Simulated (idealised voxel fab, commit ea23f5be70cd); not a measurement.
process module | voxel transistor to metal
cross-section cut | 275 nm wide | cells 5 nm
A cross-section is a grid of square cells, given in bands from the top down. A band is one or more rows of cells.
Each band's line starts with the height of the band's top and of its bottom, in nm. Then come its materials from left to right, each with its width in nm. One material with "throughout" fills the band from edge to edge. "air" is empty space.
Height 0 is the level under which the wafer as received is all one material. The lowest band goes on downwards, as in "0 down".
A width such as "30 to 40" changes by the same amount from each row of cells to the next, from the band's top row to its bottom row.
"no change" after a step means that no cell of the cross-section changed.
closed voids: empty space of 8 cells or more with no open way to the top, each as width x height at its distance from the left edge, in nm
after a step's settings: what the simulator itself notes on the step
overlay nm, on a step with a mask: how far to the right of its planned place the mask lay; to the left if negative
plan
1 op RECEIVE | material Si
2 op OXIDIZE | depth nm 5
3 op CONFORMAL_DEP | material SiN | thk nm 15
4 op PATTERN | tone cover | mask id ACTIVE | material resist | width nm 100 | pitch nm 125 | thk nm 15 | overlay nm 0
5 op DIRECTIONAL_ETCH | etch materials SiN | depth nm 15
6 op DIRECTIONAL_ETCH | etch materials SiO2 | depth nm 5
7 op DIRECTIONAL_ETCH | etch materials Si | depth nm 35
8 op STRIP | etch materials resist
9 op FILL_DEP | material SiO2 | thk nm 10
10 op CMP | height nm 15
11 op SELECTIVE_ETCH | etch materials SiO2 | depth nm 10
12 op STRIP | etch materials SiN
13 op SELECTIVE_ETCH | etch materials SiO2 | depth nm 5
14 op OXIDIZE | depth nm 5
15 op DIRECTIONAL_DEP | material polySi | thk nm 30
16 op DIRECTIONAL_DEP | material SiCN | thk nm 10
17 op PATTERN | tone cover | mask id GATE | material resist | width nm 20 | pitch nm 125 | thk nm 15 | overlay nm 0
18 op DIRECTIONAL_ETCH | etch materials SiCN | depth nm 20
19 op DIRECTIONAL_ETCH | etch materials polySi | depth nm 40
20 op STRIP | etch materials resist
21 op CONFORMAL_DEP | material SiO2 | thk nm 5
22 op DIRECTIONAL_ETCH | etch materials SiO2 | depth nm 5
23 op CONFORMAL_DEP | material SiN | thk nm 10
24 op DIRECTIONAL_ETCH | etch materials SiN | depth nm 10
25 op DIRECTIONAL_ETCH | etch materials SiO2 | depth nm 5
26 op EPI | material pSi | thk nm 5
27 op FILL_DEP | material SiO2 | thk nm 5
28 op CMP | height nm 35
29 op DIRECTIONAL_DEP | material SiO2 | thk nm 15
30 op PATTERN | tone open | mask id CONTACT | material resist | width nm 15 | thk nm 20 | overlay nm 0
31 op DIRECTIONAL_ETCH | etch materials SiO2 | depth nm 55
32 op STRIP | etch materials resist
33 op CONFORMAL_DEP | material TiN | thk nm 5
34 op FILL_DEP | material Ru | thk nm 10
35 op CMP | height nm 50
36 op CONFORMAL_DEP | material SiN | thk nm 5
37 op DIRECTIONAL_DEP | material SiO2 | thk nm 15
38 op MASKED_ETCH | tone open | mask id METAL_1 | width nm 15 | etch materials SiO2 | depth nm 15 | overlay nm 0
39 op MASKED_ETCH | tone open | mask id METAL_1 | width nm 15 | etch materials SiN | depth nm 5 | overlay nm 0
40 op CONFORMAL_DEP | material TiN | thk nm 5
41 op FILL_DEP | material Cu | thk nm 10
42 op CMP | height nm 70
43 op EPI | material Ru | thk nm 5
44 op FILL_DEP | material SiCN | thk nm 5
45 op DIRECTIONAL_DEP | material lowk | thk nm 35
46 op DIRECTIONAL_DEP | material aC | thk nm 15
47 op PATTERN | tone open | mask id METAL_2 | material resist | width nm 15 | pitch nm 125 | thk nm 35 | overlay nm 0
48 op DIRECTIONAL_ETCH | etch materials aC | depth nm 15
49 op STRIP | etch materials resist
50 op DIRECTIONAL_ETCH | etch materials lowk | depth nm 20
51 op STRIP | etch materials aC
52 op PATTERN | tone open | mask id METAL_2_HOLES | material resist | width nm 15 | pitch nm 125 | thk nm 15 | overlay nm 0
53 op DIRECTIONAL_ETCH | etch materials lowk | depth nm 15
54 op DIRECTIONAL_ETCH | etch materials SiCN | depth nm 5
55 op STRIP | etch materials resist
56 op CONFORMAL_DEP | material TiN | thk nm 5
57 op FILL_DEP | material Cu | thk nm 5
58 op CMP | height nm 115
59 op CONFORMAL_DEP | material SiN | thk nm 5
as received, after step 1
  0 down: Si throughout
  closed voids: none
a wafer at the end: this start, this plan, one mistake
  120 to 115: SiN throughout
  115 to 80: lowk 30 | TiN 5 | Cu 5 | TiN 5 | lowk 110 | TiN 5 | Cu 5 | TiN 5 | lowk 105
  80 to 75: SiCN 30 | TiN 15 | SiCN 110 | TiN 15 | SiCN 105
  75 to 55: Ru throughout
  55 to 50: SiN throughout
  50 to 35: SiO2 30 | TiN 5 | Ru 5 | TiN 5 | SiO2 60 | TiN 5 | Ru 5 | TiN 5 | SiO2 35 | TiN 5 | Ru 5 | TiN 5 | SiO2 60 | TiN 5 | Ru 5 | TiN 5 | SiO2 30
  35 to 25: SiO2 30 | TiN 5 | Ru 5 | TiN 5 | SiO2 5 | SiN 10 | SiO2 5 | SiCN 20 | SiO2 5 | SiN 10 | SiO2 5 | TiN 5 | Ru 5 | TiN 5 | SiO2 35 | TiN 5 | Ru 5 | TiN 5 | SiO2 5 | SiN 10 | SiO2 5 | SiCN 20 | SiO2 5 | SiN 10 | SiO2 5 | TiN 5 | Ru 5 | TiN 5 | SiO2 30
  25 to 5: SiO2 30 | TiN 5 | Ru 5 | TiN 5 | SiO2 5 | SiN 10 | SiO2 5 | polySi 20 | SiO2 5 | SiN 10 | SiO2 5 | TiN 5 | Ru 5 | TiN 5 | SiO2 35 | TiN 5 | Ru 5 | TiN 5 | SiO2 5 | SiN 10 | SiO2 5 | polySi 20 | SiO2 5 | SiN 10 | SiO2 5 | TiN 5 | Ru 5 | TiN 5 | SiO2 30
  5 to 0: SiO2 30 | TiN 15 | SiO2 5 | SiN 10 | SiO2 5 | polySi 20 | SiO2 5 | SiN 10 | SiO2 5 | TiN 15 | SiO2 35 | TiN 15 | SiO2 5 | SiN 10 | SiO2 5 | polySi 20 | SiO2 5 | SiN 10 | SiO2 5 | TiN 15 | SiO2 30
  0 to -5: SiO2 25 | SiN 10 | TiN 10 | SiO2 5 | SiN 10 | SiO2 5 | polySi 20 | SiO2 5 | SiN 10 | SiO2 5 | TiN 10 | SiN 10 | SiO2 25 | SiN 10 | TiN 10 | SiO2 5 | SiN 10 | SiO2 5 | polySi 20 | SiO2 5 | SiN 10 | SiO2 5 | TiN 10 | SiN 10 | SiO2 25
  -5 to -10: SiO2 35 | pSi 15 | SiO2 50 | pSi 15 | SiO2 45 | pSi 15 | SiO2 50 | pSi 15 | SiO2 35
  -10 to -40: SiO2 25 | Si 100 | SiO2 25 | Si 100 | SiO2 25
  -40 down: Si throughout
  closed voids: none
what went wrong: step 37 ran as: op DIRECTIONAL_DEP | material Ru | thk nm 15
